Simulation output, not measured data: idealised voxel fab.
process module | voxel capacitor over wiring
cross-section cut | 190 nm wide | cells 5 nm
A cross-section is a grid of square cells, given in bands from the top down. A band is one or more rows of cells.
Each band's line starts with the height of the band's top and of its bottom, in nm. Then come its materials from left to right, each with its width in nm. One material with "throughout" fills the band from edge to edge. "air" is empty space.
Height 0 is the level under which the wafer as received is all one material. The lowest band goes on downwards, as in "0 down".
A width such as "30 to 40" changes by the same amount from each row of cells to the next, from the band's top row to its bottom row.
"no change" after a step means that no cell of the cross-section changed.
closed voids: empty space of 8 cells or more with no open way to the top, each as width x height at its distance from the left edge, in nm
after a step's settings: what the simulator itself notes on the step
overlay nm, on a step with a mask: how far to the right of its planned place the mask lay; to the left if negative
plan
1 op RECEIVE | material Si
2 op CONFORMAL_DEP | material SiO2 | thk nm 15
3 op CONFORMAL_DEP | material SiCN | thk nm 5
4 op DIRECTIONAL_DEP | material lowk | thk nm 20
5 op PATTERN | tone open | mask id METAL_1 | material resist | width nm 30 | pitch nm 95 | thk nm 15 | overlay nm 0
6 op DIRECTIONAL_ETCH | etch materials lowk | depth nm 20
7 op DIRECTIONAL_ETCH | etch materials SiCN | depth nm 5
8 op STRIP | etch materials resist
9 op CONFORMAL_DEP | material TiN | thk nm 5
10 op FILL_DEP | material Ru | thk nm 5
11 op CMP | height nm 40
12 op EPI | material Ru | thk nm 5
13 op FILL_DEP | material SiCN | thk nm 5
14 op DIRECTIONAL_DEP | material SiO2 | thk nm 10
15 op PATTERN | tone open | mask id PLUG_1 | material resist | width nm 15 | thk nm 15 | overlay nm 0
16 op DIRECTIONAL_ETCH | etch materials SiO2 | depth nm 10
17 op DIRECTIONAL_ETCH | etch materials SiCN | depth nm 5
18 op STRIP | etch materials resist
19 op EPI | material Ru | thk nm 10
20 op EPI | material Ru | thk nm 5
21 op DIRECTIONAL_DEP | material TiN | thk nm 10
22 op DIRECTIONAL_DEP | material HfO2 | thk nm 5
23 op DIRECTIONAL_DEP | material TiN | thk nm 5
24 op PATTERN | tone cover | mask id UPPER_PLATE | material resist | width nm 70 | thk nm 15 | overlay nm 0
25 op DIRECTIONAL_ETCH | etch materials TiN | depth nm 5
26 op DIRECTIONAL_ETCH | etch materials HfO2 | depth nm 5
27 op STRIP | etch materials resist
28 op MASKED_ETCH | tone cover | mask id LOWER_PLATE | width nm 80 | etch materials TiN | depth nm 10 | overlay nm 0
29 op FILL_DEP | material SiO2 | thk nm 15
30 op CMP | height nm 90
31 op DIRECTIONAL_DEP | material aC | thk nm 15
32 op PATTERN | tone open | mask id PLUG_2 | material resist | width nm 15 | thk nm 35 | overlay nm 0
33 op DIRECTIONAL_ETCH | etch materials aC | depth nm 15
34 op STRIP | etch materials resist
35 op DIRECTIONAL_ETCH | etch materials SiO2 | depth nm 10
36 op STRIP | etch materials aC
37 op CONFORMAL_DEP | material TiN | thk nm 5
38 op FILL_DEP | material Ru | thk nm 5
39 op CMP | height nm 90
40 op CONFORMAL_DEP | material SiCN | thk nm 5
as received, after step 1
  0 down: Si throughout
  closed voids: none
first wafer at the end, as planned
  95 to 90: SiCN throughout
  90 to 85: SiO2 55 | TiN 5 | Ru 5 | TiN 5 | SiO2 120
  85 to 75: SiO2 55 to 45 | TiN 15 to 70 | SiO2 120 to 75
  75 to 70: SiO2 45 | HfO2 70 | SiO2 75
  70 to 60: SiO2 40 | TiN 80 | SiO2 70
  60 to 50: SiO2 45 | Ru 15 | SiO2 130
  50 to 45: SiCN 45 | Ru 15 | SiCN 130
  45 to 40: SiCN 25 | Ru 40 | SiCN 55 | Ru 40 | SiCN 30
  40 to 20: lowk 30 | TiN 5 | Ru 20 | TiN 5 | lowk 65 | TiN 5 | Ru 20 | TiN 5 | lowk 35
  20 to 15: SiCN 30 | TiN 30 | SiCN 65 | TiN 30 | SiCN 35
  15 to 0: SiO2 throughout
  0 down: Si throughout
  closed voids: none
second wafer at the end: like start, like plan, one mistake
  95 to 90: SiCN throughout
  90 to 85: SiO2 45 | TiN 25 | SiO2 120
  85 to 80: SiO2 45 | HfO2 25 | SiO2 120
  80 to 75: SiO2 40 | TiN 75 | SiO2 75
  75 to 70: SiO2 40 | TiN 30 | HfO2 45 | SiO2 75
  70 to 60: SiO2 35 | Ru 35 | TiN 50 | SiO2 70
  60 to 50: SiO2 45 | Ru 15 | SiO2 130
  50 to 45: SiCN 45 | Ru 15 | SiCN 130
  45 to 40: SiCN 25 | Ru 40 | SiCN 55 | Ru 40 | SiCN 30
  40 to 20: lowk 30 | TiN 5 | Ru 20 | TiN 5 | lowk 65 | TiN 5 | Ru 20 | TiN 5 | lowk 35
  20 to 15: SiCN 30 | TiN 30 | SiCN 65 | TiN 30 | SiCN 35
  15 to 0: SiO2 throughout
  0 down: Si throughout
  closed voids: none
what went wrong: step 19 was run twice
at the end the second wafer has, in cells: 13 more of Ru | 8 fewer of SiO2 | 5 fewer of TiN
